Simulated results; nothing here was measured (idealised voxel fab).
process module | voxel wiring stack
cross-section cut | 255 nm wide | cells 5 nm
A cross-section is a grid of square cells, given in bands from the top down. A band is one or more rows of cells.
Each band's line starts with the height of the band's top and of its bottom, in nm. Then come its materials from left to right, each with its width in nm. One material with "throughout" fills the band from edge to edge. "air" is empty space.
Height 0 is the level under which the wafer as received is all one material. The lowest band goes on downwards, as in "0 down".
A width such as "30 to 40" changes by the same amount from each row of cells to the next, from the band's top row to its bottom row.
"no change" after a step means that no cell of the cross-section changed.
closed voids: empty space of 8 cells or more with no open way to the top, each as width x height at its distance from the left edge, in nm
after a step's settings: what the simulator itself notes on the step
overlay nm, on a step with a mask: how far to the right of its planned place the mask lay; to the left if negative
plan
1 op RECEIVE | material Si
2 op CONFORMAL_DEP | material SiO2 | thk nm 15
3 op CONFORMAL_DEP | material SiN | thk nm 5
4 op DIRECTIONAL_DEP | material lowk | thk nm 15
5 op DIRECTIONAL_DEP | material aC | thk nm 10
6 op PATTERN | tone open | mask id METAL_1 | material resist | width nm 20 | pitch nm 35 | thk nm 25 | overlay nm 0
7 op DIRECTIONAL_ETCH | etch materials aC | depth nm 10
8 op STRIP | etch materials resist
9 op DIRECTIONAL_ETCH | etch materials lowk | depth nm 15
10 op DIRECTIONAL_ETCH | etch materials SiN | depth nm 5
11 op STRIP | etch materials aC
12 op CONFORMAL_DEP | material TiN | thk nm 5
13 op FILL_DEP | material Cu | thk nm 10
14 op CMP | height nm 35
15 op CONFORMAL_DEP | material SiCN | thk nm 5
16 op DIRECTIONAL_DEP | material lowk | thk nm 20
17 op PATTERN | tone open | mask id METAL_2_HOLES | material resist | width nm 15 | pitch nm 70 | thk nm 15 | overlay nm 0
18 op DIRECTIONAL_ETCH | etch materials lowk | depth nm 30
19 op STRIP | etch materials resist
20 op MASKED_ETCH | tone open | mask id METAL_2 | width nm 20 | pitch nm 35 | etch materials lowk | depth nm 20 | overlay nm 0
21 op MASKED_ETCH | tone open | mask id METAL_2 | width nm 20 | pitch nm 35 | etch materials SiCN | depth nm 5 | overlay nm 0
22 op CONFORMAL_DEP | material TiN | thk nm 5
23 op FILL_DEP | material Cu | thk nm 5
24 op CMP | height nm 70
25 op CONFORMAL_DEP | material SiN | thk nm 5
varied across the wafers: thk nm of step 16. The plan shows the first wafer's value. All wafers start alike
first wafer as received, after step 1
  0 down: Si throughout
  closed voids: none
each wafer at the end: cells of each material gained (+) or lost (-) since it was received, then its closed voids
thk nm 20 | +115 Cu | +35 SiCN | +86 SiN | +153 SiO2 | +131 TiN | +245 lowk | closed voids: none
thk nm 25 | +60 Cu | +45 SiCN | +86 SiN | +153 SiO2 | +131 TiN | +290 lowk | closed voids: none
thk nm 30 | +54 Cu | +45 SiCN | +86 SiN | +153 SiO2 | +92 TiN | +335 lowk | closed voids: none
thk nm 35 | +48 Cu | +45 SiCN | +86 SiN | +153 SiO2 | +88 TiN | +345 lowk | closed voids: none
thk nm 40 | +42 Cu | +45 SiCN | +86 SiN | +153 SiO2 | +84 TiN | +355 lowk | closed voids: none
thk nm 45 | +36 Cu | +45 SiCN | +86 SiN | +153 SiO2 | +80 TiN | +365 lowk | closed voids: none
